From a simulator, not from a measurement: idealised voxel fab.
process module | voxel spacer lines
cross-section cut | 165 nm wide | cells 5 nm
A cross-section is a grid of square cells, given in bands from the top down. A band is one or more rows of cells.
Each band's line starts with the height of the band's top and of its bottom, in nm. Then come its materials from left to right, each with its width in nm. One material with "throughout" fills the band from edge to edge. "air" is empty space.
Height 0 is the level under which the wafer as received is all one material. The lowest band goes on downwards, as in "0 down".
A width such as "30 to 40" changes by the same amount from each row of cells to the next, from the band's top row to its bottom row.
"no change" after a step means that no cell of the cross-section changed.
closed voids: empty space of 8 cells or more with no open way to the top, each as width x height at its distance from the left edge, in nm
after a step's settings: what the simulator itself notes on the step
overlay nm, on a step with a mask: how far to the right of its planned place the mask lay; to the left if negative
plan
1 op RECEIVE | material Si
2 op CONFORMAL_DEP | material SiO2 | thk nm 5
3 op DIRECTIONAL_DEP | material W | thk nm 20
4 op DIRECTIONAL_DEP | material polySi | thk nm 30
5 op PATTERN | tone cover | mask id MANDREL | material resist | width nm 20 | pitch nm 60 | thk nm 40 | overlay nm 0
6 op DIRECTIONAL_ETCH | etch materials polySi | depth nm 30
7 op STRIP | etch materials resist
8 op CONFORMAL_DEP | material SiN | thk nm 10
9 op DIRECTIONAL_ETCH | etch materials SiN | depth nm 10
10 op STRIP | etch materials polySi
11 op DIRECTIONAL_ETCH | etch materials W | depth nm 20
12 op STRIP | etch materials SiN
as received, after step 1
  0 down: Si throughout
  closed voids: none
a wafer at the end: this start, this plan, one mistake
  25 to 0: SiO2 throughout
  0 down: Si throughout
  closed voids: none
what went wrong: step 3 ran as: op DIRECTIONAL_DEP | material SiO2 | thk nm 20
